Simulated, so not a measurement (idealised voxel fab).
This is a process module. Its name is voxel gate over fins.
Cross-sectional view cut (width: 170 nm; square cell size: 5 nm).
Cross-section, as written here: a square-cell grid given band by band from the top down, where a band holds one or more rows of cells.
This entry defines a band. It first specifies the height of the band's top and the height of its bottom in nm, and then specifies the band's materials from left to right, stating each material with its width in nm. The word "full width" identifies a single material that fills the band from edge to edge, while the word "blank" identifies empty space.
Counting heights begins at 0, where everything beneath is, in the wafer as received, one material. The lowest band has no bottom; it goes on downwards, as "0 down" shows.
Graded width ("30->40"): value in top row of band = first number; value in bottom row = second number; row-to-row change constant.
"no modifications" (step): cross-section cells unchanged, all of them.
This entry, "Voids lacking openings", enumerates those empty regions of no fewer than 8 cells that possess no open connection to the top. Each region is reported in the form width x height at distance, the distance being taken from the left edge, with all three quantities expressed in nm.
Post-settings text on a step line: simulator's own remark regarding the step.
overlay nm: right-of-plan distance of the mask on a masked step; negative values mean left-of-plan.

Steps planned for the process:
- 1: RECEIVE with material Si
- 2: CONFORMAL_DEP with material SiN, thk nm 5
- 3: DIRECTIONAL_DEP with material aC, thk nm 15
- 4: PATTERN with tone cover, mask id FINS, material resist, width nm 15, pitch nm 45, thk nm 35, overlay nm 0
- 5: DIRECTIONAL_ETCH with etch materials aC, depth nm 15
- 6: STRIP with etch materials resist
- 7: DIRECTIONAL_ETCH with etch materials SiN, depth nm 5
- 8: DIRECTIONAL_ETCH with etch materials Si, depth nm 40
- 9: STRIP with etch materials aC
- 10: OXIDIZE with depth nm 5
- 11: FILL_DEP with material SiO2, thk nm 5
- 12: CMP with height nm 5
- 13: SELECTIVE_ETCH with etch materials SiO2, depth nm 15
- 14: STRIP with etch materials SiN
- 15: CONFORMAL_DEP with material HfO2, thk nm 5
- 16: CONFORMAL_DEP with material TiN, thk nm 5
- 17: FILL_DEP with material W, thk nm 15
- 18: CMP with height nm 20
- 19: CONFORMAL_DEP with material SiCN, thk nm 10

Cross-section: wafer on arrival = after step 1:
- 0 down = Si full width
- Voids lacking openings: none

Final wafer profile in cross-section after the module, from the same start and plan as above, with one mistake made during processing:
- 30 to 20 = SiCN full width
- 20 to 10 = W full width
- 10 to 5 = 35 TiN / 5 W / 40 TiN / 5 W / 40 TiN / 5 W / 40 TiN
- 5 to 0 = 30 HfO2 / 5 TiN / 5 W / 5 TiN / 30 HfO2 / 5 TiN / 5 W / 5 TiN / 30 HfO2 / 5 TiN / 5 W / 5 TiN / 35 HfO2
- 0 to -5 = 25 Si / 5 HfO2 / 15 TiN / 5 HfO2 / 20 Si / 5 HfO2 / 15 TiN / 5 HfO2 / 20 Si / 5 HfO2 / 15 TiN / 5 HfO2 / 30 Si
- -5 to -10 = 25 Si / 25 HfO2 / 20 Si / 25 HfO2 / 20 Si / 25 HfO2 / 30 Si
- -10 to -45 = 25 Si / 25 SiO2 / 20 Si / 25 SiO2 / 20 Si / 25 SiO2 / 30 Si
- -45 down = Si full width
- Voids lacking openings: none
Deviation noted in wafer processing: step 4 changed vs plan, executed as PATTERN with tone open, mask id FINS, material resist, width nm 15, pitch nm 45, thk nm 35, overlay nm 0
